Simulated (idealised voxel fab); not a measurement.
Presented below is a process module, voxel double patterning.
Section shown: cut. Width: 260 nm. Cell size: 5 nm, square.
Throughout this document, each cross-section is represented as a grid of square cells and is presented as a sequence of bands enumerated from the top downward, where a band comprises one or more rows of cells.
Read a band's entry like this: the first values are the height of its top and the height of its bottom in nm, and what follows is the sequence of materials from left to right, each with its width in nm. Note that "blank" is empty space, and that a single material marked "throughout" reaches across the band from edge to edge.
Heights are reckoned from 0. Under this level, the received wafer is all of one material. The bottommost band is open-ended downward, for example "top 0, no bottom".
Width "30..40": first value at the band's top row of cells, second value at its bottom row, equal change from row to row.
Step marked "nothing different"? Then no cell in the cross-section changed in it.
Entry "Fully enclosed voids" = empty spaces >= 8 cells with no open way to the top; each as width x height at distance, distance from left edge, all nm.
Text after the settings on a step's line: the simulator's own remark on that step.
overlay nm: on a step with a mask, how far right of its planned place the mask lay; negative means left.

[The process steps that were planned are listed below]
1 RECEIVE [material Si]
2 CONFORMAL_DEP [material SiO2] [thk nm 5]
3 DIRECTIONAL_DEP [material TiN] [thk nm 15]
4 DIRECTIONAL_DEP [material SiCN] [thk nm 10]
5 MASKED_ETCH [tone open] [mask id FIRST] [width nm 15] [pitch nm 50] [etch materials SiCN] [depth nm 10] [overlay nm 0]
6 MASKED_ETCH [tone open] [mask id SECOND] [width nm 15] [pitch nm 50] [etch materials SiCN] [depth nm 10] [overlay nm 0]
7 DIRECTIONAL_ETCH [etch materials TiN] [depth nm 15]
8 STRIP [etch materials SiCN]

[As-received wafer cross-section (after step 1)]
    top 0, no bottom | Si throughout
    Fully enclosed voids: none

[As-planned run: cross-section of the first of two wafers at end of module]
    top 20, bottom 5 | TiN=70, blank=15, TiN=10, blank=15, TiN=10, blank=15, TiN=10, blank=15, TiN=10, blank=15, TiN=75
    top 5, bottom 0 | SiO2 throughout
    top 0, no bottom | Si throughout
    Fully enclosed voids: none

[Module end: cross-section of wafer two of two. Same start and process plan as the first wafer. One mistake during execution]
    top 15, bottom 5 | TiN=70, blank=15, TiN=10, blank=15, TiN=10, blank=15, TiN=10, blank=15, TiN=10, blank=15, TiN=75
    top 5, bottom 0 | SiO2 throughout
    top 0, no bottom | Si throughout
    Fully enclosed voids: none
Want to know what went wrong? for step 3, the planned setting was not used; the step was instead run as DIRECTIONAL_DEP [material TiN] [thk nm 10]
Final comparison by cell count, materials where the second wafer has more or fewer than the first: TiN: 37 fewer
